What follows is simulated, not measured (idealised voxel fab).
voxel capacitor over wiring: a process module
290 nm wide, 5 nm square cells: that's cross-section cut.
Format of a cross-section: grid, square cells. Given as bands. Order: top down. Band: one or more rows of cells. It is stipulated that each band's entry specify, in nanometres, the height of the top of the band and then that of its bottom, followed by the materials of the band in left-to-right sequence, each together with its width in nanometres. A single material marked by the word "all across" is understood to fill the band from edge to edge; the word "empty" is understood to denote empty space. Height datum 0, below which the as-received substrate wafer is one material. Lowest band open at the bottom, running downward: "0 down". Width: "30 to 40" (first number = top row, second number = bottom row, same change from row to row of cells). For the purposes of this document, the phrase "remains unaltered" attached to a step denotes that no cell within the cross-section was modified by that step. Entry "Closed cavity list". Content: empty spaces with no open connection to the top, size 8 cells or greater. Each: width x height at distance. Distance: from left edge. Unit: nm. What comes after the settings on a step's line is commentary from the simulator itself on that step. Among the settings permitted on a step's line is "overlay nm"; applied to a step with a mask, it specifies the extent to which the mask lay to the right of its planned position, whereas a negative figure signifies a position to the left.
Below is the list of planned process steps
1 op RECEIVE | material Si
2 op CONFORMAL_DEP | material SiO2 | thk nm 10
3 op CONFORMAL_DEP | material SiCN | thk nm 5
4 op DIRECTIONAL_DEP | material SiO2 | thk nm 20
5 op MASKED_ETCH | tone open | mask id METAL_1 | width nm 20 | pitch nm 80 | etch materials SiO2 | depth nm 20 | overlay nm 0
6 op MASKED_ETCH | tone open | mask id METAL_1 | width nm 20 | pitch nm 80 | etch materials SiCN | depth nm 5 | overlay nm 0
7 op CONFORMAL_DEP | material TiN | thk nm 5
8 op FILL_DEP | material Cu | thk nm 5
9 op CMP | height nm 35
10 op EPI | material Ru | thk nm 5
11 op FILL_DEP | material SiCN | thk nm 5
12 op DIRECTIONAL_DEP | material lowk | thk nm 10
13 op MASKED_ETCH | tone open | mask id PLUG_1 | width nm 15 | etch materials lowk | depth nm 10 | overlay nm 0
14 op MASKED_ETCH | tone open | mask id PLUG_1 | width nm 15 | etch materials SiCN | depth nm 5 | overlay nm 0
15 op CONFORMAL_DEP | material TiN | thk nm 5
16 op FILL_DEP | material Ru | thk nm 5
17 op CMP | height nm 55
18 op DIRECTIONAL_DEP | material TiN | thk nm 5
19 op DIRECTIONAL_DEP | material Al2O3 | thk nm 5
20 op DIRECTIONAL_DEP | material TiN | thk nm 5
21 op MASKED_ETCH | tone cover | mask id UPPER_PLATE | width nm 65 | etch materials TiN | depth nm 5 | overlay nm 0
22 op MASKED_ETCH | tone cover | mask id UPPER_PLATE | width nm 65 | etch materials Al2O3 | depth nm 5 | overlay nm -15
23 op MASKED_ETCH | tone cover | mask id LOWER_PLATE | width nm 75 | etch materials TiN | depth nm 5 | overlay nm 0
24 op FILL_DEP | material SiO2 | thk nm 15
25 op CMP | height nm 80
26 op MASKED_ETCH | tone open | mask id PLUG_2 | width nm 15 | etch materials SiO2 | depth nm 10 | overlay nm 0
27 op CONFORMAL_DEP | material TiN | thk nm 5
28 op FILL_DEP | material Cu | thk nm 5
29 op CMP | height nm 80
30 op CONFORMAL_DEP | material SiN | thk nm 5
Across this set of wafers, the varied parameter is the overlay nm of step 22. Starting conditions are identical for every wafer, and the plan reports the value assigned to the first wafer.
Sectional view: first of several wafers, as received, after step 1
0 down: Si all across
Closed cavity list: none
Per wafer, end of module: cells gained (+) or lost (-) per material since receipt, then closed voids
overlay nm -15 | +16 Al2O3 | +17 Cu | +14 Ru | +151 SiCN | +58 SiN | +554 SiO2 | +66 TiN | +110 lowk | Closed cavity list: none
overlay nm -10 | +15 Al2O3 | +17 Cu | +14 Ru | +151 SiCN | +58 SiN | +556 SiO2 | +65 TiN | +110 lowk | Closed cavity list: none
overlay nm -5 | +14 Al2O3 | +17 Cu | +14 Ru | +151 SiCN | +58 SiN | +558 SiO2 | +64 TiN | +110 lowk | Closed cavity list: none
overlay nm 0 | +13 Al2O3 | +17 Cu | +14 Ru | +151 SiCN | +58 SiN | +559 SiO2 | +64 TiN | +110 lowk | Closed cavity list: none
overlay nm 5 | +14 Al2O3 | +17 Cu | +14 Ru | +151 SiCN | +58 SiN | +558 SiO2 | +64 TiN | +110 lowk | Closed cavity list: none
overlay nm 10 | +15 Al2O3 | +17 Cu | +14 Ru | +151 SiCN | +58 SiN | +556 SiO2 | +65 TiN | +110 lowk | Closed cavity list: none
overlay nm 15 | +16 Al2O3 | +17 Cu | +14 Ru | +151 SiCN | +58 SiN | +554 SiO2 | +66 TiN | +110 lowk | Closed cavity list: none
